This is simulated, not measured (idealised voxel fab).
Process module name: voxel capacitor over wiring
Section shown: cut. Width: 165 nm. Cell size: 5 nm, square.
Bands, listed from the top down, are how a cross-section gets written in this document; the cross-section itself is a grid of square cells, and a band is one or more rows of them. What a band's entry tells you: where the top is and where the bottom is, as heights in nm, and after that what lies inside, material by material from left to right, each with its width in nm. Empty space is written as the word "blank", and a single material marked with the word "everywhere" occupies the band from edge to edge. Heights are measured from 0, the level below which the as-received wafer is all one material; the lowest band has no bottom and continues downward, written as in "top 0, no bottom". With a width like "30->40", each row of cells in the band differs from the next by the same amount, the top row carrying the first number and the bottom row the second. Where the words "changes: none" appear for a step, the cross-section shows no cell changed by that step; every cell remained as before. Basically, "Fully sealed cavities" tells you about the enclosed voids: empty spaces with no open way to the top, 8 cells or bigger, each written width x height at distance, where distance is from the left edge, all in nm. What comes after the settings on a step's line is commentary from the simulator itself on that step. overlay nm: right-of-plan distance of the mask on a masked step; negative values mean left-of-plan.

PROCESS STEPS (PLANNED)
1) RECEIVE | material Si
2) CONFORMAL_DEP | material SiO2 | thk nm 10
3) CONFORMAL_DEP | material SiN | thk nm 5
4) DIRECTIONAL_DEP | material lowk | thk nm 20
5) DIRECTIONAL_DEP | material aC | thk nm 15
6) PATTERN | tone open | mask id METAL_1 | material resist | width nm 20 | pitch nm 90 | thk nm 35 | overlay nm 0
7) DIRECTIONAL_ETCH | etch materials aC | depth nm 15
8) STRIP | etch materials resist
9) DIRECTIONAL_ETCH | etch materials lowk | depth nm 20
10) DIRECTIONAL_ETCH | etch materials SiN | depth nm 5
11) STRIP | etch materials aC
12) CONFORMAL_DEP | material TiN | thk nm 5
13) FILL_DEP | material Cu | thk nm 5
14) CMP | height nm 35
15) CONFORMAL_DEP | material SiCN | thk nm 5
16) DIRECTIONAL_DEP | material lowk | thk nm 20
17) PATTERN | tone open | mask id PLUG_1 | material resist | width nm 15 | thk nm 15 | overlay nm 0
18) DIRECTIONAL_ETCH | etch materials lowk | depth nm 20
19) DIRECTIONAL_ETCH | etch materials SiCN | depth nm 5
20) STRIP | etch materials resist
21) EPI | material Ru | thk nm 10
22) EPI | material Ru | thk nm 10
23) EPI | material Ru | thk nm 5
24) DIRECTIONAL_DEP | material TiN | thk nm 5
25) DIRECTIONAL_DEP | material HfO2 | thk nm 5
26) DIRECTIONAL_DEP | material TiN | thk nm 5
27) MASKED_ETCH | tone cover | mask id UPPER_PLATE | width nm 75 | etch materials TiN | depth nm 5 | overlay nm 0
28) MASKED_ETCH | tone cover | mask id UPPER_PLATE | width nm 75 | etch materials HfO2 | depth nm 5 | overlay nm 0
29) PATTERN | tone cover | mask id LOWER_PLATE | material resist | width nm 85 | thk nm 20 | overlay nm 0
30) DIRECTIONAL_ETCH | etch materials TiN | depth nm 5
31) STRIP | etch materials resist
32) FILL_DEP | material SiO2 | thk nm 15
33) CMP | height nm 85
34) DIRECTIONAL_DEP | material aC | thk nm 10
35) PATTERN | tone open | mask id PLUG_2 | material resist | width nm 15 | thk nm 30 | overlay nm 0
36) DIRECTIONAL_ETCH | etch materials aC | depth nm 10
37) STRIP | etch materials resist
38) DIRECTIONAL_ETCH | etch materials SiO2 | depth nm 10
39) STRIP | etch materials aC
40) CONFORMAL_DEP | material TiN | thk nm 5
41) FILL_DEP | material Cu | thk nm 10
42) CMP | height nm 85
43) CONFORMAL_DEP | material SiCN | thk nm 5

THE FIRST OF TWO WAFERS, RUN AS PLANNED

WAFER AT RECEIPT (POST STEP 1), CROSS-SECTION
    top 0, no bottom: Si everywhere
    Fully sealed cavities: none

WAFER SECTION VIEW AFTER PROCESSING STEP 2
    top 10, bottom 0: SiO2 everywhere
    Heights below 0 show no change.

WAFER SECTION VIEW AFTER PROCESSING STEP 3
    top 15, bottom 10: SiN everywhere
    Heights below 10 show no change.

WAFER SECTION VIEW AFTER PROCESSING STEP 4
    top 35, bottom 15: lowk everywhere
    Heights below 15 show no change.

WAFER SECTION VIEW AFTER PROCESSING STEP 5
    top 50, bottom 35: aC everywhere
    Heights below 35 show no change.

WAFER SECTION VIEW AFTER PROCESSING STEP 6
    top 85, bottom 50: resist (25) / blank (20) / resist (70) / blank (20) / resist (30)
    Heights below 50 show no change.

WAFER SECTION VIEW AFTER PROCESSING STEP 7
    top 70, bottom 50: resist (25) / blank (20) / resist (70) / blank (20) / resist (30)
    top 50, bottom 35: aC (25) / blank (20) / aC (70) / blank (20) / aC (30)
    Heights below 35 show no change.

WAFER SECTION VIEW AFTER PROCESSING STEP 8
    top 50, bottom 35: aC (25) / blank (20) / aC (70) / blank (20) / aC (30)
    Heights below 35 show no change.

WAFER SECTION VIEW AFTER PROCESSING STEP 9
    top 50, bottom 35: aC (25) / blank (20) / aC (70) / blank (20) / aC (30)
    top 35, bottom 15: lowk (25) / blank (20) / lowk (70) / blank (20) / lowk (30)
    Heights below 15 show no change.

WAFER SECTION VIEW AFTER PROCESSING STEP 10
    top 50, bottom 35: aC (25) / blank (20) / aC (70) / blank (20) / aC (30)
    top 35, bottom 15: lowk (25) / blank (20) / lowk (70) / blank (20) / lowk (30)
    top 15, bottom 10: SiN (25) / blank (20) / SiN (70) / blank (20) / SiN (30)
    Heights below 10 show no change.

WAFER SECTION VIEW AFTER PROCESSING STEP 11
    top 35, bottom 15: lowk (25) / blank (20) / lowk (70) / blank (20) / lowk (30)
    Heights below 15 show no change.

WAFER SECTION VIEW AFTER PROCESSING STEP 12
    top 40, bottom 35: TiN (30) / blank (10) / TiN (80) / blank (10) / TiN (35)
    top 35, bottom 15: lowk (25) / TiN (5) / blank (10) / TiN (5) / lowk (70) / TiN (5) / blank (10) / TiN (5) / lowk (30)
    top 15, bottom 10: SiN (25) / TiN (20) / SiN (70) / TiN (20) / SiN (30)
    Heights below 10 show no change.

WAFER SECTION VIEW AFTER PROCESSING STEP 13
    top 45, bottom 40: Cu everywhere
    top 40, bottom 35: TiN (30) / Cu (10) / TiN (80) / Cu (10) / TiN (35)
    top 35, bottom 15: lowk (25) / TiN (5) / Cu (10) / TiN (5) / lowk (70) / TiN (5) / Cu (10) / TiN (5) / lowk (30)
    Heights below 15 show no change.

WAFER SECTION VIEW AFTER PROCESSING STEP 14
    top 35, bottom 15: lowk (25) / TiN (5) / Cu (10) / TiN (5) / lowk (70) / TiN (5) / Cu (10) / TiN (5) / lowk (30)
    Heights below 15 show no change.

WAFER SECTION VIEW AFTER PROCESSING STEP 15
    top 40, bottom 35: SiCN everywhere
    Heights below 35 show no change.

WAFER SECTION VIEW AFTER PROCESSING STEP 16
    top 60, bottom 40: lowk everywhere
    Heights below 40 show no change.

WAFER SECTION VIEW AFTER PROCESSING STEP 17
    top 75, bottom 60: resist (30) / blank (15) / resist (120)
    Heights below 60 show no change.

WAFER SECTION VIEW AFTER PROCESSING STEP 18
    top 75, bottom 60: resist (30) / blank (15) / resist (120)
    top 60, bottom 40: lowk (30) / blank (15) / lowk (120)
    Heights below 40 show no change.

WAFER SECTION VIEW AFTER PROCESSING STEP 19
    top 75, bottom 60: resist (30) / blank (15) / resist (120)
    top 60, bottom 40: lowk (30) / blank (15) / lowk (120)
    top 40, bottom 35: SiCN (30) / blank (15) / SiCN (120)
    Heights below 35 show no change.

WAFER SECTION VIEW AFTER PROCESSING STEP 20
    top 60, bottom 40: lowk (30) / blank (15) / lowk (120)
    Heights below 40 show no change.

WAFER SECTION VIEW AFTER PROCESSING STEP 21
    top 60, bottom 45: lowk (30) / blank (15) / lowk (120)
    top 45, bottom 40: lowk (30) / Ru (15) / lowk (120)
    top 40, bottom 35: SiCN (30) / Ru (15) / SiCN (120)
    Heights below 35 show no change.

WAFER SECTION VIEW AFTER PROCESSING STEP 22
    top 60, bottom 55: lowk (30) / blank (15) / lowk (120)
    top 55, bottom 40: lowk (30) / Ru (15) / lowk (120)
    Heights below 40 show no change.

WAFER SECTION VIEW AFTER PROCESSING STEP 23
    top 60, bottom 40: lowk (30) / Ru (15) / lowk (120)
    Heights below 40 show no change.

WAFER SECTION VIEW AFTER PROCESSING STEP 24
    top 65, bottom 60: TiN everywhere
    Heights below 60 show no change.

WAFER SECTION VIEW AFTER PROCESSING STEP 25
    top 70, bottom 65: HfO2 everywhere
    Heights below 65 show no change.

WAFER SECTION VIEW AFTER PROCESSING STEP 26
    top 75, bottom 70: TiN everywhere
    Heights below 70 show no change.

WAFER SECTION VIEW AFTER PROCESSING STEP 27
    top 75, bottom 70: blank (30) / TiN (75) / blank (60)
    Heights below 70 show no change.

WAFER SECTION VIEW AFTER PROCESSING STEP 28
    top 75, bottom 70: blank (30) / TiN (75) / blank (60)
    top 70, bottom 65: blank (30) / HfO2 (75) / blank (60)
    Heights below 65 show no change.

WAFER SECTION VIEW AFTER PROCESSING STEP 29
    top 95, bottom 75: blank (25) / resist (85) / blank (55)
    top 75, bottom 70: blank (25) / resist (5) / TiN (75) / resist (5) / blank (55)
    top 70, bottom 65: blank (25) / resist (5) / HfO2 (75) / resist (5) / blank (55)
    Heights below 65 show no change.

WAFER SECTION VIEW AFTER PROCESSING STEP 30
    top 95, bottom 75: blank (25) / resist (85) / blank (55)
    top 75, bottom 70: blank (25) / resist (5) / TiN (75) / resist (5) / blank (55)
    top 70, bottom 65: blank (25) / resist (5) / HfO2 (75) / resist (5) / blank (55)
    top 65, bottom 60: blank (25) / TiN (85) / blank (55)
    Heights below 60 show no change.

WAFER SECTION VIEW AFTER PROCESSING STEP 31
    top 75, bottom 70: blank (30) / TiN (75) / blank (60)
    top 70, bottom 65: blank (30) / HfO2 (75) / blank (60)
    Heights below 65 show no change.

WAFER SECTION VIEW AFTER PROCESSING STEP 32
    top 90, bottom 75: SiO2 everywhere
    top 75, bottom 70: SiO2 (30) / TiN (75) / SiO2 (60)
    top 70, bottom 65: SiO2 (30) / HfO2 (75) / SiO2 (60)
    top 65, bottom 60: SiO2 (25) / TiN (85) / SiO2 (55)
    Heights below 60 show no change.

WAFER SECTION VIEW AFTER PROCESSING STEP 33
    top 85, bottom 75: SiO2 everywhere
    Heights below 75 show no change.

WAFER SECTION VIEW AFTER PROCESSING STEP 34
    top 95, bottom 85: aC everywhere
    Heights below 85 show no change.

WAFER SECTION VIEW AFTER PROCESSING STEP 35
    top 125, bottom 95: resist (40) / blank (15) / resist (110)
    Heights below 95 show no change.

WAFER SECTION VIEW AFTER PROCESSING STEP 36
    top 115, bottom 95: resist (40) / blank (15) / resist (110)
    top 95, bottom 85: aC (40) / blank (15) / aC (110)
    Heights below 85 show no change.

WAFER SECTION VIEW AFTER PROCESSING STEP 37
    top 95, bottom 85: aC (40) / blank (15) / aC (110)
    Heights below 85 show no change.

WAFER SECTION VIEW AFTER PROCESSING STEP 38
    top 95, bottom 85: aC (40) / blank (15) / aC (110)
    top 85, bottom 75: SiO2 (40) / blank (15) / SiO2 (110)
    Heights below 75 show no change.

WAFER SECTION VIEW AFTER PROCESSING STEP 39
    top 85, bottom 75: SiO2 (40) / blank (15) / SiO2 (110)
    Heights below 75 show no change.

WAFER SECTION VIEW AFTER PROCESSING STEP 40
    top 90, bottom 85: TiN (45) / blank (5) / TiN (115)
    top 85, bottom 80: SiO2 (40) / TiN (5) / blank (5) / TiN (5) / SiO2 (110)
    top 80, bottom 70: SiO2 (40->30) / TiN (15->75) / SiO2 (110->60)
    Heights below 70 show no change.

WAFER SECTION VIEW AFTER PROCESSING STEP 41
    top 100, bottom 90: Cu everywhere
    top 90, bottom 85: TiN (45) / Cu (5) / TiN (115)
    top 85, bottom 80: SiO2 (40) / TiN (5) / Cu (5) / TiN (5) / SiO2 (110)
    Heights below 80 show no change.

WAFER SECTION VIEW AFTER PROCESSING STEP 42
    top 85, bottom 80: SiO2 (40) / TiN (5) / Cu (5) / TiN (5) / SiO2 (110)
    Heights below 80 show no change.

WAFER SECTION VIEW AFTER PROCESSING STEP 43
    top 90, bottom 85: SiCN everywhere
    Heights below 85 show no change.

THE SECOND WAFER BEGAN EXACTLY AS THE FIRST DID AND FOLLOWED THE SAME PLAN, BUT ONE MISTAKE WAS MADE WHILE RUNNING IT; THROUGH STEP 15 INCLUSIVE, THE TWO WAFERS ARE IDENTICAL

CROSS-SECTIONAL VIEW OF THE SECOND WAFER AT THE INTENDED END TIME OF PROCESS STEP 16
    top 65, bottom 40: lowk everywhere
    Heights below 40 show no change.

CROSS-SECTIONAL VIEW OF THE SECOND WAFER AT THE INTENDED END TIME OF PROCESS STEP 17
    top 80, bottom 65: resist (30) / blank (15) / resist (120)
    Heights below 65 show no change.

CROSS-SECTIONAL VIEW OF THE SECOND WAFER AT THE INTENDED END TIME OF PROCESS STEP 18
    top 80, bottom 65: resist (30) / blank (15) / resist (120)
    top 65, bottom 45: lowk (30) / blank (15) / lowk (120)
    Heights below 45 show no change.

Cross-sectional view of the second wafer at the intended end time of process step 19: changes: none

CROSS-SECTIONAL VIEW OF THE SECOND WAFER AT THE INTENDED END TIME OF PROCESS STEP 20
    top 65, bottom 45: lowk (30) / blank (15) / lowk (120)
    Heights below 45 show no change.

Cross-sectional view of the second wafer at the intended end time of process step 21: changes: none

Cross-sectional view of the second wafer at the intended end time of process step 22: changes: none

Cross-sectional view of the second wafer at the intended end time of process step 23: changes: none

CROSS-SECTIONAL VIEW OF THE SECOND WAFER AT THE INTENDED END TIME OF PROCESS STEP 24
    top 70, bottom 65: TiN (30) / blank (15) / TiN (120)
    top 65, bottom 50: lowk (30) / blank (15) / lowk (120)
    top 50, bottom 45: lowk (30) / TiN (15) / lowk (120)
    Heights below 45 show no change.

CROSS-SECTIONAL VIEW OF THE SECOND WAFER AT THE INTENDED END TIME OF PROCESS STEP 25
    top 75, bottom 70: HfO2 (30) / blank (15) / HfO2 (120)
    top 70, bottom 65: TiN (30) / blank (15) / TiN (120)
    top 65, bottom 55: lowk (30) / blank (15) / lowk (120)
    top 55, bottom 50: lowk (30) / HfO2 (15) / lowk (120)
    Heights below 50 show no change.

CROSS-SECTIONAL VIEW OF THE SECOND WAFER AT THE INTENDED END TIME OF PROCESS STEP 26
    top 80, bottom 75: TiN (30) / blank (15) / TiN (120)
    top 75, bottom 70: HfO2 (30) / blank (15) / HfO2 (120)
    top 70, bottom 65: TiN (30) / blank (15) / TiN (120)
    top 65, bottom 60: lowk (30) / blank (15) / lowk (120)
    top 60, bottom 55: lowk (30) / TiN (15) / lowk (120)
    Heights below 55 show no change.

CROSS-SECTIONAL VIEW OF THE SECOND WAFER AT THE INTENDED END TIME OF PROCESS STEP 27
    top 80, bottom 75: blank (45) / TiN (60) / blank (60)
    Heights below 75 show no change.

CROSS-SECTIONAL VIEW OF THE SECOND WAFER AT THE INTENDED END TIME OF PROCESS STEP 28
    top 80, bottom 75: blank (45) / TiN (60) / blank (60)
    top 75, bottom 70: blank (45) / HfO2 (60) / blank (60)
    Heights below 70 show no change.

CROSS-SECTIONAL VIEW OF THE SECOND WAFER AT THE INTENDED END TIME OF PROCESS STEP 29
    top 100, bottom 80: blank (25) / resist (85) / blank (55)
    top 80, bottom 75: blank (25) / resist (20) / TiN (60) / resist (5) / blank (55)
    top 75, bottom 70: blank (25) / resist (20) / HfO2 (60) / resist (5) / blank (55)
    top 70, bottom 65: TiN (30) / resist (15) / TiN (120)
    top 65, bottom 60: lowk (30) / resist (15) / lowk (120)
    Heights below 60 show no change.

CROSS-SECTIONAL VIEW OF THE SECOND WAFER AT THE INTENDED END TIME OF PROCESS STEP 30
    top 100, bottom 80: blank (25) / resist (85) / blank (55)
    top 80, bottom 75: blank (25) / resist (20) / TiN (60) / resist (5) / blank (55)
    top 75, bottom 70: blank (25) / resist (20) / HfO2 (60) / resist (5) / blank (55)
    top 70, bottom 65: blank (25) / TiN (5) / resist (15) / TiN (65) / blank (55)
    Heights below 65 show no change.

CROSS-SECTIONAL VIEW OF THE SECOND WAFER AT THE INTENDED END TIME OF PROCESS STEP 31
    top 80, bottom 75: blank (45) / TiN (60) / blank (60)
    top 75, bottom 70: blank (45) / HfO2 (60) / blank (60)
    top 70, bottom 65: blank (25) / TiN (5) / blank (15) / TiN (65) / blank (55)
    top 65, bottom 60: lowk (30) / blank (15) / lowk (120)
    Heights below 60 show no change.

CROSS-SECTIONAL VIEW OF THE SECOND WAFER AT THE INTENDED END TIME OF PROCESS STEP 32
    top 95, bottom 80: SiO2 everywhere
    top 80, bottom 75: SiO2 (45) / TiN (60) / SiO2 (60)
    top 75, bottom 70: SiO2 (45) / HfO2 (60) / SiO2 (60)
    top 70, bottom 65: SiO2 (25) / TiN (5) / SiO2 (15) / TiN (65) / SiO2 (55)
    top 65, bottom 60: lowk (30) / SiO2 (15) / lowk (120)
    Heights below 60 show no change.

CROSS-SECTIONAL VIEW OF THE SECOND WAFER AT THE INTENDED END TIME OF PROCESS STEP 33
    top 85, bottom 80: SiO2 everywhere
    Heights below 80 show no change.

CROSS-SECTIONAL VIEW OF THE SECOND WAFER AT THE INTENDED END TIME OF PROCESS STEP 34
    top 95, bottom 85: aC everywhere
    Heights below 85 show no change.

CROSS-SECTIONAL VIEW OF THE SECOND WAFER AT THE INTENDED END TIME OF PROCESS STEP 35
    top 125, bottom 95: resist (40) / blank (15) / resist (110)
    Heights below 95 show no change.

CROSS-SECTIONAL VIEW OF THE SECOND WAFER AT THE INTENDED END TIME OF PROCESS STEP 36
    top 115, bottom 95: resist (40) / blank (15) / resist (110)
    top 95, bottom 85: aC (40) / blank (15) / aC (110)
    Heights below 85 show no change.

CROSS-SECTIONAL VIEW OF THE SECOND WAFER AT THE INTENDED END TIME OF PROCESS STEP 37
    top 95, bottom 85: aC (40) / blank (15) / aC (110)
    Heights below 85 show no change.

CROSS-SECTIONAL VIEW OF THE SECOND WAFER AT THE INTENDED END TIME OF PROCESS STEP 38
    top 95, bottom 85: aC (40) / blank (15) / aC (110)
    top 85, bottom 80: SiO2 (40) / blank (15) / SiO2 (110)
    top 80, bottom 75: SiO2 (40) / blank (5) / TiN (60) / SiO2 (60)
    Heights below 75 show no change.

CROSS-SECTIONAL VIEW OF THE SECOND WAFER AT THE INTENDED END TIME OF PROCESS STEP 39
    top 85, bottom 80: SiO2 (40) / blank (15) / SiO2 (110)
    Heights below 80 show no change.

CROSS-SECTIONAL VIEW OF THE SECOND WAFER AT THE INTENDED END TIME OF PROCESS STEP 40
    top 90, bottom 85: TiN (45) / blank (5) / TiN (115)
    top 85, bottom 75: SiO2 (40) / TiN (15->65) / SiO2 (110->60)
    Heights below 75 show no change.

CROSS-SECTIONAL VIEW OF THE SECOND WAFER AT THE INTENDED END TIME OF PROCESS STEP 41
    top 100, bottom 90: Cu everywhere
    top 90, bottom 85: TiN (45) / Cu (5) / TiN (115)
    Heights below 85 show no change.

CROSS-SECTIONAL VIEW OF THE SECOND WAFER AT THE INTENDED END TIME OF PROCESS STEP 42
    top 85, bottom 75: SiO2 (40) / TiN (15->65) / SiO2 (110->60)
    Heights below 75 show no change.

CROSS-SECTIONAL VIEW OF THE SECOND WAFER AT THE INTENDED END TIME OF PROCESS STEP 43
    top 90, bottom 85: SiCN everywhere
    Heights below 85 show no change.
So what did we get wrong on this run? note that step 16 departed from the planned setting and was carried out as DIRECTIONAL_DEP | material lowk | thk nm 25
Heads up, by the end the second wafer has more or fewer cells of some materials compared to the first: 1 fewer of Cu; 15 fewer of Ru; 3 more of SiCN; 19 fewer of SiO2; 1 fewer of TiN; 33 more of lowk
